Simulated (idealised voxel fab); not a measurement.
This section sets out a process module, namely voxel transistor to metal.
The cross-section on display is named cut; it measures 185 nm wide, and its cells are 5 nm squares.
The cross-sections in this document take the form of a grid made of square cells. They are written out as bands, in order from top to bottom. Each band consists of one or more rows of cells. Look at the band entry: it leads with the top's height and the bottom's height in nm. Then it lists the materials left to right, with a width in nm for each. The word "all across" on a single material says that material fills the band edge to edge. The word "empty" is empty space. We count height from 0. Below that, the starting wafer is all one material. The lowest band never ends at the bottom but goes on down; see "0 and below" for how that is written. A width given as "30..40" starts at the first number in the band's top row and ends at the second number in its bottom row, shifting by an equal amount at every step from row to row. You'll sometimes find "nothing was modified" written for a step, and that's the way of saying that nowhere in the cross-section did a cell change during that step. Voids not open to the top, 8 cells minimum: see "Fully sealed cavities". Written width x height at distance; distance is from the left edge; nm. Post-settings text on a step line: simulator's own remark regarding the step. "overlay nm" on a masked step: distance the mask lay right of its planned place, negative for left.
[List of planned process steps]
1 RECEIVE,material Si
2 CONFORMAL_DEP,material SiO2,thk nm 5
3 CONFORMAL_DEP,material SiN,thk nm 10
4 PATTERN,tone cover,mask id ACTIVE,material resist,width nm 115,thk nm 20,overlay nm 0
5 DIRECTIONAL_ETCH,etch materials SiN,depth nm 10
6 DIRECTIONAL_ETCH,etch materials SiO2,depth nm 5
7 DIRECTIONAL_ETCH,etch materials Si,depth nm 35
8 STRIP,etch materials resist
9 OXIDIZE,depth nm 5
10 FILL_DEP,material SiO2,thk nm 5
11 CMP,height nm 15
12 SELECTIVE_ETCH,etch materials SiO2,depth nm 10
13 STRIP,etch materials SiN
14 SELECTIVE_ETCH,etch materials SiO2,depth nm 5
15 OXIDIZE,depth nm 5
16 DIRECTIONAL_DEP,material polySi,thk nm 25
17 DIRECTIONAL_DEP,material SiCN,thk nm 15
18 MASKED_ETCH,tone cover,mask id GATE,width nm 25,etch materials SiCN,depth nm 25,overlay nm 0
19 MASKED_ETCH,tone cover,mask id GATE,width nm 25,etch materials polySi,depth nm 35,overlay nm 0
20 CONFORMAL_DEP,material SiO2,thk nm 5
21 DIRECTIONAL_ETCH,etch materials SiO2,depth nm 5
22 CONFORMAL_DEP,material SiN,thk nm 10
23 DIRECTIONAL_ETCH,etch materials SiN,depth nm 10
24 DIRECTIONAL_ETCH,etch materials SiO2,depth nm 5
25 EPI,material pSi,thk nm 5
26 FILL_DEP,material SiO2,thk nm 10
27 CMP,height nm 25
28 STRIP,etch materials polySi
29 SELECTIVE_ETCH,etch materials SiO2,depth nm 5
30 CONFORMAL_DEP,material HfO2,thk nm 5
31 CONFORMAL_DEP,material TiN,thk nm 5
32 FILL_DEP,material W,thk nm 10
33 CMP,height nm 20
34 DIRECTIONAL_DEP,material SiO2,thk nm 15
35 PATTERN,tone open,mask id CONTACT,material resist,width nm 15,pitch nm 80,thk nm 20,overlay nm 0
36 DIRECTIONAL_ETCH,etch materials SiO2,depth nm 35
37 STRIP,etch materials resist
38 CONFORMAL_DEP,material TiN,thk nm 5
39 FILL_DEP,material Ru,thk nm 5
40 CMP,height nm 35
41 CONFORMAL_DEP,material SiN,thk nm 5
42 DIRECTIONAL_DEP,material lowk,thk nm 20
43 MASKED_ETCH,tone open,mask id METAL_1,width nm 15,pitch nm 80,etch materials lowk,depth nm 20,overlay nm 0
44 MASKED_ETCH,tone open,mask id METAL_1,width nm 15,pitch nm 80,etch materials SiN,depth nm 5,overlay nm 0
45 CONFORMAL_DEP,material TiN,thk nm 5
46 FILL_DEP,material Cu,thk nm 10
47 CMP,height nm 60
48 CONFORMAL_DEP,material SiN,thk nm 5
[Delivered wafer in cross-section: state after step 1]
- 0 and below  Si all across
- Fully sealed cavities: none
[Final cross-section, module run with one mistake (start and plan as above)]
- 65 down to 60  SiN all across
- 60 down to 45  lowk 45  TiN 5  Cu 10  TiN 5  lowk 60  TiN 5  Cu 10  TiN 5  lowk 40
- 45 down to 40  lowk 45  TiN 5  Cu 5  TiN 10  lowk 60  TiN 5  Cu 5  TiN 10  lowk 40
- 40 down to 35  SiN 45  TiN 15  SiN 65  TiN 15  SiN 45
- 35 down to 20  SiO2 45  TiN 5  Ru 5  TiN 5  SiO2 65  TiN 5  Ru 5  TiN 5  SiO2 45
- 20 down to 5  SiO2 45  TiN 5  Ru 5  TiN 5  SiO2 5  SiN 10  HfO2 5  TiN 5  W 15  TiN 5  HfO2 5  SiN 10  SiO2 5  TiN 5  Ru 5  TiN 5  SiO2 45
- 5 down to 0  SiO2 45  TiN 15  SiO2 5  SiN 10  HfO2 5  TiN 25  HfO2 5  SiN 10  SiO2 5  TiN 15  SiO2 45
- 0 down to -5  SiO2 35  pSi 30  SiO2 10  HfO2 35  SiO2 10  pSi 30  SiO2 35
- -5 down to -40  SiO2 40  Si 105  SiO2 40
- -40 and below  Si all across
- Fully sealed cavities: none
Want to know what went wrong? step 43 ran with different settings than intended, the actual operation and settings being MASKED_ETCH,tone open,mask id METAL_1,width nm 20,pitch nm 80,etch materials lowk,depth nm 20,overlay nm 0
